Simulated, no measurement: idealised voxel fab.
Process module heading - voxel trench capacitor
Cross-section cut spans 255 nm and uses square cells 5 nm in size.
When this document writes out a cross-section, it uses a grid of square cells and lists it as bands, beginning at the top and moving down, with a band standing for one or more rows of cells.
Band entry format. Leading values: height of top, height of bottom, nm. Remainder: materials in left-to-right order, each with its width in nm. Special words: "everywhere" on a single material, which then fills the band edge to edge; "blank", empty space.
Below 0: as-received wafer, all one material; heights counted from there. Lowest band: no bottom, goes on down, written "from 0 down".
It should be noted that a width expressed as "30..40" varies in equal increments from row to row of cells within the band, taking the value of the first number at the top row and that of the second number at the bottom row.
What does "remains unaltered" mean for a step? It means no cell of the cross-section changed in that step.
The entry "Closed void list" lists the empty spaces that cover at least 8 cells and have no open path to the top. Each is written as width x height at distance, where the distance is measured from the left edge and all three values are in nm.
Anything after a step's settings on that line? It's the simulator's own note about the step.
When a step includes a mask, the "overlay nm" setting on its line states how far to the right of its planned place that mask lay, and negative values state how far to the left.
Steps in the process plan:
1 RECEIVE: material Si
2 CONFORMAL_DEP: material SiN, thk nm 10
3 MASKED_ETCH: tone open, mask id TRENCH, width nm 25, pitch nm 50, etch materials SiN, depth nm 10, overlay nm 0
4 MASKED_ETCH: tone open, mask id TRENCH, width nm 25, pitch nm 50, etch materials Si, depth nm 40, overlay nm 0
5 CONFORMAL_DEP: material Al2O3, thk nm 5
6 CONFORMAL_DEP: material TiN, thk nm 5
7 FILL_DEP: material W, thk nm 5
8 CMP: height nm 10
Concerning the first of two wafers, which was run in accordance with the plan:
Cross-sectional view of the wafer in its as-received condition, corresponding to the state after step 1:
    from 0 down  Si everywhere
    Closed void list: none
Step 2 done - wafer cross-section:
    from 10 to 0  SiN everywhere
    Lower than 0, everything is as it was.
Step 3 done - wafer cross-section:
    from 10 to 0  90 of SiN  25 of blank  25 of SiN  25 of blank  90 of SiN
    Lower than 0, everything is as it was.
Step 4 done - wafer cross-section:
    from 10 to 0  90 of SiN  25 of blank  25 of SiN  25 of blank  90 of SiN
    from 0 to -40  90 of Si  25 of blank  25 of Si  25 of blank  90 of Si
    Lower than -40, everything is as it was.
Step 5 done - wafer cross-section:
    from 15 to 10  95 of Al2O3  15 of blank  35 of Al2O3  15 of blank  95 of Al2O3
    from 10 to 0  90 of SiN  5 of Al2O3  15 of blank  5 of Al2O3  25 of SiN  5 of Al2O3  15 of blank  5 of Al2O3  90 of SiN
    from 0 to -35  90 of Si  5 of Al2O3  15 of blank  5 of Al2O3  25 of Si  5 of Al2O3  15 of blank  5 of Al2O3  90 of Si
    from -35 to -40  90 of Si  25 of Al2O3  25 of Si  25 of Al2O3  90 of Si
    Lower than -40, everything is as it was.
Step 6 done - wafer cross-section:
    from 20 to 15  100 of TiN  5 of blank  45 of TiN  5 of blank  100 of TiN
    from 15 to 10  95 of Al2O3  5 of TiN  5 of blank  5 of TiN  35 of Al2O3  5 of TiN  5 of blank  5 of TiN  95 of Al2O3
    from 10 to 0  90 of SiN  5 of Al2O3  5 of TiN  5 of blank  5 of TiN  5 of Al2O3  25 of SiN  5 of Al2O3  5 of TiN  5 of blank  5 of TiN  5 of Al2O3  90 of SiN
    from 0 to -30  90 of Si  5 of Al2O3  5 of TiN  5 of blank  5 of TiN  5 of Al2O3  25 of Si  5 of Al2O3  5 of TiN  5 of blank  5 of TiN  5 of Al2O3  90 of Si
    from -30 to -35  90 of Si  5 of Al2O3  15 of TiN  5 of Al2O3  25 of Si  5 of Al2O3  15 of TiN  5 of Al2O3  90 of Si
    Lower than -35, everything is as it was.
Step 7 done - wafer cross-section:
    from 25 to 20  W everywhere
    from 20 to 15  100 of TiN  5 of W  45 of TiN  5 of W  100 of TiN
    from 15 to 10  95 of Al2O3  5 of TiN  5 of W  5 of TiN  35 of Al2O3  5 of TiN  5 of W  5 of TiN  95 of Al2O3
    from 10 to 0  90 of SiN  5 of Al2O3  5 of TiN  5 of W  5 of TiN  5 of Al2O3  25 of SiN  5 of Al2O3  5 of TiN  5 of W  5 of TiN  5 of Al2O3  90 of SiN
    from 0 to -30  90 of Si  5 of Al2O3  5 of TiN  5 of W  5 of TiN  5 of Al2O3  25 of Si  5 of Al2O3  5 of TiN  5 of W  5 of TiN  5 of Al2O3  90 of Si
    Lower than -30, everything is as it was.
Step 8 done - wafer cross-section:
    from 10 to 0  90 of SiN  5 of Al2O3  5 of TiN  5 of W  5 of TiN  5 of Al2O3  25 of SiN  5 of Al2O3  5 of TiN  5 of W  5 of TiN  5 of Al2O3  90 of SiN
    Lower than 0, everything is as it was.
Second of two: same start, same plan, one run error; steps up to and including 2 match the first:
Cross-section: second wafer, time at which step 3 was scheduled to end:
    from 10 to 0  95 of SiN  20 of blank  30 of SiN  20 of blank  90 of SiN
    Lower than 0, everything is as it was.
Cross-section: second wafer, time at which step 4 was scheduled to end:
    from 10 to 0  95 of SiN  20 of blank  30 of SiN  20 of blank  90 of SiN
    from 0 to -40  95 of Si  20 of blank  30 of Si  20 of blank  90 of Si
    Lower than -40, everything is as it was.
Cross-section: second wafer, time at which step 5 was scheduled to end:
    from 15 to 10  100 of Al2O3  10 of blank  40 of Al2O3  10 of blank  95 of Al2O3
    from 10 to 0  95 of SiN  5 of Al2O3  10 of blank  5 of Al2O3  30 of SiN  5 of Al2O3  10 of blank  5 of Al2O3  90 of SiN
    from 0 to -35  95 of Si  5 of Al2O3  10 of blank  5 of Al2O3  30 of Si  5 of Al2O3  10 of blank  5 of Al2O3  90 of Si
    from -35 to -40  95 of Si  20 of Al2O3  30 of Si  20 of Al2O3  90 of Si
    Lower than -40, everything is as it was.
Cross-section: second wafer, time at which step 6 was scheduled to end:
    from 20 to 15  TiN everywhere
    from 15 to 10  100 of Al2O3  10 of TiN  40 of Al2O3  10 of TiN  95 of Al2O3
    from 10 to 0  95 of SiN  5 of Al2O3  10 of TiN  5 of Al2O3  30 of SiN  5 of Al2O3  10 of TiN  5 of Al2O3  90 of SiN
    from 0 to -35  95 of Si  5 of Al2O3  10 of TiN  5 of Al2O3  30 of Si  5 of Al2O3  10 of TiN  5 of Al2O3  90 of Si
    Lower than -35, everything is as it was.
Cross-section: second wafer, time at which step 7 was scheduled to end:
    from 25 to 20  W everywhere
    Lower than 20, everything is as it was.
Cross-section: second wafer, time at which step 8 was scheduled to end:
    from 10 to 0  95 of SiN  5 of Al2O3  10 of TiN  5 of Al2O3  30 of SiN  5 of Al2O3  10 of TiN  5 of Al2O3  90 of SiN
    Lower than 0, everything is as it was.
what went wrong: step 3 did not use the planned setting and instead ran as MASKED_ETCH: tone open, mask id TRENCH, width nm 20, pitch nm 50, etch materials SiN, depth nm 10, overlay nm 0
Heads up, by the end the second wafer has more or fewer cells of some materials compared to the first: -2 Al2O3, +16 Si, +4 SiN, -2 TiN, -16 W
